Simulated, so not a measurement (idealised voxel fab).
Module name: voxel self aligned contacts (process module)
Xsec cut, 210 nm wide, square cell size 5 nm.
Reading order for cross-sections: top band down to bottom band. Underlying form: a grid of square cells. Band size: one or more rows of cells. Quick guide to a band line: top height, bottom height (nm) up front; then every material left to right with its width in nm. Only one material and it's marked "all across"? Then it fills the band edge to edge. And "blank" just means empty space. Height 0 is the level under which the wafer as received is all one material. The lowest band goes on downwards, as in "0 down". Note: "30 to 40" means the width goes from the first number (top row of the band) to the second number (bottom row) in equal steps per row of cells. When a step is marked "no modifications", none of the cells in the cross-section changed during that step. The list in "Unvented voids" covers empty spaces of 8 cells or more that cannot reach the top through any open way, and it gives each as width x height at distance; the distance is from the left edge, and width, height and distance are in nm. Read whatever lies past the settings on a step's line as the simulator's own remark about the step. "overlay nm" answers the question of how far to the right of plan the mask lay on a step that has a mask, and when it is negative the answer is to the left.
Planned step list for the process
1: RECEIVE [material Si]
2: OXIDIZE [depth nm 5]
3: DIRECTIONAL_DEP [material polySi] [thk nm 20]
4: DIRECTIONAL_DEP [material SiN] [thk nm 15]
5: MASKED_ETCH [tone cover] [mask id GATE] [width nm 35] [pitch nm 65] [etch materials SiN] [depth nm 15] [overlay nm 0]
6: MASKED_ETCH [tone cover] [mask id GATE] [width nm 35] [pitch nm 65] [etch materials polySi] [depth nm 20] [overlay nm 0]
7: CONFORMAL_DEP [material SiN] [thk nm 5]
8: DIRECTIONAL_ETCH [etch materials SiN] [depth nm 5]
9: FILL_DEP [material SiO2] [thk nm 10]
10: CMP [height nm 40]
11: MASKED_ETCH [tone open] [mask id CONTACT] [width nm 50] [etch materials SiO2] [depth nm 45] [overlay nm 0]
12: CONFORMAL_DEP [material TiN] [thk nm 5]
13: FILL_DEP [material W] [thk nm 10]
14: CMP [height nm 40]
15: CONFORMAL_DEP [material SiN] [thk nm 5]
The following pertains to the first of two wafers, which was processed as planned
As received, after step 1
  0 down = Si all across
  Unvented voids: none
State of the wafer after step 2, shown in cross-section
  0 to -5 = SiO2 all across
  Everything under -5 stays put, no change at all.
State of the wafer after step 3, shown in cross-section
  20 to 0 = polySi all across
  Everything under 0 stays put, no change at all.
State of the wafer after step 4, shown in cross-section
  35 to 20 = SiN all across
  Everything under 20 stays put, no change at all.
State of the wafer after step 5, shown in cross-section
  35 to 20 = blank=55, SiN=35, blank=30, SiN=35, blank=55
  Everything under 20 stays put, no change at all.
State of the wafer after step 6, shown in cross-section
  35 to 20 = blank=55, SiN=35, blank=30, SiN=35, blank=55
  20 to 0 = blank=55, polySi=35, blank=30, polySi=35, blank=55
  Everything under 0 stays put, no change at all.
State of the wafer after step 7, shown in cross-section
  40 to 20 = blank=50, SiN=45, blank=20, SiN=45, blank=50
  20 to 5 = blank=50, SiN=5, polySi=35, SiN=5, blank=20, SiN=5, polySi=35, SiN=5, blank=50
  5 to 0 = SiN=55, polySi=35, SiN=30, polySi=35, SiN=55
  Everything under 0 stays put, no change at all.
State of the wafer after step 8, shown in cross-section
  35 to 20 = blank=50, SiN=45, blank=20, SiN=45, blank=50
  20 to 0 = blank=50, SiN=5, polySi=35, SiN=5, blank=20, SiN=5, polySi=35, SiN=5, blank=50
  Everything under 0 stays put, no change at all.
State of the wafer after step 9, shown in cross-section
  45 to 35 = SiO2 all across
  35 to 20 = SiO2=50, SiN=45, SiO2=20, SiN=45, SiO2=50
  20 to 0 = SiO2=50, SiN=5, polySi=35, SiN=5, SiO2=20, SiN=5, polySi=35, SiN=5, SiO2=50
  Everything under 0 stays put, no change at all.
State of the wafer after step 10, shown in cross-section
  40 to 35 = SiO2 all across
  Everything under 35 stays put, no change at all.
State of the wafer after step 11, shown in cross-section
  40 to 35 = SiO2=80, blank=50, SiO2=80
  35 to 20 = SiO2=50, SiN=45, blank=20, SiN=45, SiO2=50
  20 to 0 = SiO2=50, SiN=5, polySi=35, SiN=5, blank=20, SiN=5, polySi=35, SiN=5, SiO2=50
  0 to -5 = SiO2=95, blank=20, SiO2=95
  Everything under -5 stays put, no change at all.
State of the wafer after step 12, shown in cross-section
  45 to 40 = TiN=85, blank=40, TiN=85
  40 to 35 = SiO2=80, TiN=20, blank=10, TiN=20, SiO2=80
  35 to 20 = SiO2=50, SiN=45, TiN=5, blank=10, TiN=5, SiN=45, SiO2=50
  20 to 0 = SiO2=50, SiN=5, polySi=35, SiN=5, TiN=5, blank=10, TiN=5, SiN=5, polySi=35, SiN=5, SiO2=50
  0 to -5 = SiO2=95, TiN=20, SiO2=95
  Everything under -5 stays put, no change at all.
State of the wafer after step 13, shown in cross-section
  55 to 45 = W all across
  45 to 40 = TiN=85, W=40, TiN=85
  40 to 35 = SiO2=80, TiN=20, W=10, TiN=20, SiO2=80
  35 to 20 = SiO2=50, SiN=45, TiN=5, W=10, TiN=5, SiN=45, SiO2=50
  20 to 0 = SiO2=50, SiN=5, polySi=35, SiN=5, TiN=5, W=10, TiN=5, SiN=5, polySi=35, SiN=5, SiO2=50
  Everything under 0 stays put, no change at all.
State of the wafer after step 14, shown in cross-section
  40 to 35 = SiO2=80, TiN=20, W=10, TiN=20, SiO2=80
  Everything under 35 stays put, no change at all.
State of the wafer after step 15, shown in cross-section
  45 to 40 = SiN all across
  Everything under 40 stays put, no change at all.
It is to be noted that the second wafer proceeded from the same initial state and according to the same plan as the first, although one mistake was committed in its execution; through step 5, inclusive, the two wafers share an identical history
Second wafer shown in cross-section at the time step 6 was slated to end
  35 to 20 = blank=55, SiN=35, blank=30, SiN=35, blank=55
  20 to 0 = blank=55, polySi=45, blank=20, polySi=45, blank=45
  Everything under 0 stays put, no change at all.
Second wafer shown in cross-section at the time step 7 was slated to end
  40 to 25 = blank=50, SiN=45, blank=20, SiN=45, blank=50
  25 to 20 = blank=50, SiN=55, blank=10, SiN=55, blank=40
  20 to 5 = blank=50, SiN=5, polySi=45, SiN=5, blank=10, SiN=5, polySi=45, SiN=5, blank=40
  5 to 0 = SiN=55, polySi=45, SiN=20, polySi=45, SiN=45
  Everything under 0 stays put, no change at all.
Second wafer shown in cross-section at the time step 8 was slated to end
  35 to 20 = blank=50, SiN=45, blank=20, SiN=45, blank=50
  20 to 0 = blank=50, SiN=5, polySi=45, SiN=5, blank=10, SiN=5, polySi=45, SiN=5, blank=40
  Everything under 0 stays put, no change at all.
Second wafer shown in cross-section at the time step 9 was slated to end
  45 to 35 = SiO2 all across
  35 to 20 = SiO2=50, SiN=45, SiO2=20, SiN=45, SiO2=50
  20 to 0 = SiO2=50, SiN=5, polySi=45, SiN=5, SiO2=10, SiN=5, polySi=45, SiN=5, SiO2=40
  Everything under 0 stays put, no change at all.
Second wafer shown in cross-section at the time step 10 was slated to end
  40 to 35 = SiO2 all across
  Everything under 35 stays put, no change at all.
Second wafer shown in cross-section at the time step 11 was slated to end
  40 to 35 = SiO2=80, blank=50, SiO2=80
  35 to 20 = SiO2=50, SiN=45, blank=20, SiN=45, SiO2=50
  20 to 0 = SiO2=50, SiN=5, polySi=45, SiN=5, blank=10, SiN=5, polySi=45, SiN=5, SiO2=40
  0 to -5 = SiO2=105, blank=10, SiO2=95
  Everything under -5 stays put, no change at all.
Second wafer shown in cross-section at the time step 12 was slated to end
  45 to 40 = TiN=85, blank=40, TiN=85
  40 to 35 = SiO2=80, TiN=20, blank=10, TiN=20, SiO2=80
  35 to 25 = SiO2=50, SiN=45, TiN=5, blank=10, TiN=5, SiN=45, SiO2=50
  25 to 20 = SiO2=50, SiN=45, TiN=20, SiN=45, SiO2=50
  20 to 0 = SiO2=50, SiN=5, polySi=45, SiN=5, TiN=10, SiN=5, polySi=45, SiN=5, SiO2=40
  0 to -5 = SiO2=105, TiN=10, SiO2=95
  Everything under -5 stays put, no change at all.
Second wafer shown in cross-section at the time step 13 was slated to end
  55 to 45 = W all across
  45 to 40 = TiN=85, W=40, TiN=85
  40 to 35 = SiO2=80, TiN=20, W=10, TiN=20, SiO2=80
  35 to 25 = SiO2=50, SiN=45, TiN=5, W=10, TiN=5, SiN=45, SiO2=50
  Everything under 25 stays put, no change at all.
Second wafer shown in cross-section at the time step 14 was slated to end
  40 to 35 = SiO2=80, TiN=20, W=10, TiN=20, SiO2=80
  Everything under 35 stays put, no change at all.
Second wafer shown in cross-section at the time step 15 was slated to end
  45 to 40 = SiN all across
  Everything under 40 stays put, no change at all.
Diagnosis: heads up, step 6 didn't go per plan, it actually ran as MASKED_ETCH [tone cover] [mask id GATE] [width nm 35] [pitch nm 65] [etch materials polySi] [depth nm 20] [overlay nm 10]
FYI, end of process, the second wafer has more or fewer cells of some materials than the first: 6 fewer of SiO2, 10 fewer of W, 16 more of polySi
